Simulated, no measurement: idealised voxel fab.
Herein follows the process module entitled voxel capacitor over wiring.
We display cut, a cross-section 155 nm in width whose square cells are each 5 nm.
Cross-sections here: square-cell grids, written as top-down lists of bands, a band being one or more rows of cells.
The band entry comprises the height of the band's top followed by the height of its bottom, expressed in nm, and subsequently the band's materials from left to right, each stated together with its width in nm. Where a single material is marked with the word "everywhere", that material fills the band from edge to edge. The word "air" represents empty space.
Zero point of the height axis is 0; under it, received wafer = one material. Lowest band: continues down indefinitely, "from 0 down".
A width given as "30->40" starts at the first number in the band's top row and ends at the second number in its bottom row, shifting by an equal amount at every step from row to row.
For the purposes of this document, the phrase "nothing changed" attached to a step denotes that no cell within the cross-section was modified by that step.
Listed in "Listed closed voids": every empty space of 8 or more cells without an open way to the top. Form: width x height at distance, the distance being from the left edge, all in nm.
Post-settings text on a step line: simulator's own remark regarding the step.
The optional step-line setting "overlay nm" applies to steps with a mask and quantifies how far to the right of its planned location the mask lay, a negative value indicating leftward placement.
Below is the list of planned process steps:
1) op RECEIVE | material Si
2) op CONFORMAL_DEP | material SiO2 | thk nm 10
3) op DIRECTIONAL_DEP | material TiN | thk nm 5
4) op DIRECTIONAL_DEP | material Ru | thk nm 20
5) op DIRECTIONAL_DEP | material aC | thk nm 10
6) op PATTERN | tone cover | mask id METAL_1 | material resist | width nm 25 | pitch nm 95 | thk nm 30 | overlay nm 0
7) op DIRECTIONAL_ETCH | etch materials aC | depth nm 10
8) op STRIP | etch materials resist
9) op DIRECTIONAL_ETCH | etch materials Ru | depth nm 20
10) op DIRECTIONAL_ETCH | etch materials TiN | depth nm 5
11) op STRIP | etch materials aC
12) op CONFORMAL_DEP | material SiN | thk nm 5
13) op FILL_DEP | material lowk | thk nm 5
14) op CMP | height nm 35
15) op CONFORMAL_DEP | material SiCN | thk nm 5
16) op DIRECTIONAL_DEP | material lowk | thk nm 15
17) op PATTERN | tone open | mask id PLUG_1 | material resist | width nm 15 | thk nm 15 | overlay nm 0
18) op DIRECTIONAL_ETCH | etch materials lowk | depth nm 15
19) op DIRECTIONAL_ETCH | etch materials SiCN | depth nm 5
20) op STRIP | etch materials resist
21) op EPI | material Ru | thk nm 10
22) op EPI | material Ru | thk nm 10
23) op DIRECTIONAL_DEP | material TiN | thk nm 5
24) op DIRECTIONAL_DEP | material Al2O3 | thk nm 5
25) op DIRECTIONAL_DEP | material TiN | thk nm 10
26) op PATTERN | tone cover | mask id UPPER_PLATE | material resist | width nm 75 | thk nm 20 | overlay nm 0
27) op DIRECTIONAL_ETCH | etch materials TiN | depth nm 10
28) op DIRECTIONAL_ETCH | etch materials Al2O3 | depth nm 5
29) op STRIP | etch materials resist
30) op PATTERN | tone cover | mask id LOWER_PLATE | material resist | width nm 85 | thk nm 20 | overlay nm 0
31) op DIRECTIONAL_ETCH | etch materials TiN | depth nm 5
32) op STRIP | etch materials resist
33) op FILL_DEP | material SiO2 | thk nm 15
34) op CMP | height nm 85
35) op DIRECTIONAL_DEP | material aC | thk nm 10
36) op PATTERN | tone open | mask id PLUG_2 | material resist | width nm 15 | thk nm 25 | overlay nm 0
37) op DIRECTIONAL_ETCH | etch materials aC | depth nm 10
38) op STRIP | etch materials resist
39) op DIRECTIONAL_ETCH | etch materials SiO2 | depth nm 10
40) op STRIP | etch materials aC
41) op CONFORMAL_DEP | material TiN | thk nm 5
42) op FILL_DEP | material Ru | thk nm 10
43) op CMP | height nm 85
44) op CONFORMAL_DEP | material SiCN | thk nm 5
Cross-section: wafer on arrival = after step 1:
- from 0 down = Si everywhere
- Listed closed voids: none
Cross-section taken at module completion on the first of two wafers; processed per the plan:
- from 90 to 85 = SiCN everywhere
- from 85 to 80 = SiO2 35; TiN 5; Ru 5; TiN 5; SiO2 105
- from 80 to 75 = SiO2 35; TiN 15; SiO2 105
- from 75 to 65 = SiO2 25; TiN 75; SiO2 55
- from 65 to 60 = SiO2 25; Al2O3 75; SiO2 55
- from 60 to 55 = SiO2 20; TiN 85; SiO2 50
- from 55 to 40 = lowk 25; Ru 15; lowk 115
- from 40 to 35 = SiCN 25; Ru 15; SiCN 115
- from 35 to 15 = lowk 10; SiN 5; Ru 25; SiN 5; lowk 60; SiN 5; Ru 25; SiN 5; lowk 15
- from 15 to 10 = SiN 15; TiN 25; SiN 70; TiN 25; SiN 20
- from 10 to 0 = SiO2 everywhere
- from 0 down = Si everywhere
- Listed closed voids: none
Cross-section, wafer two of two, end of module: same start and plan as wafer one, one error in execution:
- from 90 to 85 = SiCN everywhere
- from 85 to 80 = SiO2 35; TiN 5; Al2O3 5; TiN 5; SiO2 105
- from 80 to 75 = SiO2 35; TiN 15; SiO2 105
- from 75 to 65 = SiO2 25; TiN 75; SiO2 55
- from 65 to 60 = SiO2 25; Al2O3 75; SiO2 55
- from 60 to 55 = SiO2 20; TiN 85; SiO2 50
- from 55 to 40 = lowk 25; Ru 15; lowk 115
- from 40 to 35 = SiCN 25; Ru 15; SiCN 115
- from 35 to 15 = lowk 10; SiN 5; Ru 25; SiN 5; lowk 60; SiN 5; Ru 25; SiN 5; lowk 15
- from 15 to 10 = SiN 15; TiN 25; SiN 70; TiN 25; SiN 20
- from 10 to 0 = SiO2 everywhere
- from 0 down = Si everywhere
- Listed closed voids: none
Which mistake was made when the wafer was run? off-plan run, step 42, actual operation and settings op FILL_DEP | material Al2O3 | thk nm 10
Final cells, second wafer relative to first, materials higher or lower: 1 more of Al2O3; 1 fewer of Ru
